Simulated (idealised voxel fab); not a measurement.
Process module under the name voxel fin reveal
The cross-section on display is named cut; it measures 230 nm wide, and its cells are 5 nm squares.
Cross-sections here: square-cell grids, written as top-down lists of bands, a band being one or more rows of cells. Per band: top height and bottom height in nm, followed by the left-to-right materials and their widths in nm; "edge to edge" marks a single material spanning edge to edge, "empty" marks empty space. Zero point of the height axis is 0; under it, received wafer = one material. Lowest band: continues down indefinitely, "0..down". A two-number width, for instance "30->40", indicates that the width is equal to the first number in the top row of the band and to the second number in the bottom row, and that it changes by a constant amount per row of cells. You'll sometimes find "changes: none" written for a step, and that's the way of saying that nowhere in the cross-section did a cell change during that step. The list in "Fully sealed cavities" covers empty spaces of 8 cells or more that cannot reach the top through any open way, and it gives each as width x height at distance; the distance is from the left edge, and width, height and distance are in nm. Post-settings text on a step line: simulator's own remark regarding the step. Among the settings permitted on a step's line is "overlay nm"; applied to a step with a mask, it specifies the extent to which the mask lay to the right of its planned position, whereas a negative figure signifies a position to the left.
Below is the list of planned process steps:
step 1: op RECEIVE | material Si
step 2: op CONFORMAL_DEP | material SiN | thk nm 5
step 3: op MASKED_ETCH | tone cover | mask id FINS | width nm 15 | pitch nm 35 | etch materials SiN | depth nm 5 | overlay nm 0
step 4: op MASKED_ETCH | tone cover | mask id FINS | width nm 15 | pitch nm 35 | etch materials Si | depth nm 30 | overlay nm 0
step 5: op OXIDIZE | depth nm 5
step 6: op FILL_DEP | material SiO2 | thk nm 5
step 7: op CMP | height nm 5
step 8: op SELECTIVE_ETCH | etch materials SiO2 | depth nm 25
step 9: op STRIP | etch materials SiN
Wafer as received: cross-section following step 1:
    0..down  Si edge to edge
    Fully sealed cavities: none
Cross-sectional result after module completion. Note: starting condition and plan are unchanged from above; one processing mistake was made:
    0..-5  empty 95 / Si 5 / empty 30 / Si 5 / empty 95
    -5..-20  empty 90 / Si 10 / empty 25 / Si 10 / empty 95
    -20..-35  SiO2 90 / Si 10 / SiO2 25 / Si 10 / SiO2 95
    -35..down  Si edge to edge
    Fully sealed cavities: none
Deviation noted in wafer processing: step 4 ran with different settings than intended, the actual operation and settings being op MASKED_ETCH | tone cover | mask id FINS | width nm 15 | pitch nm 35 | etch materials Si | depth nm 30 | overlay nm -5
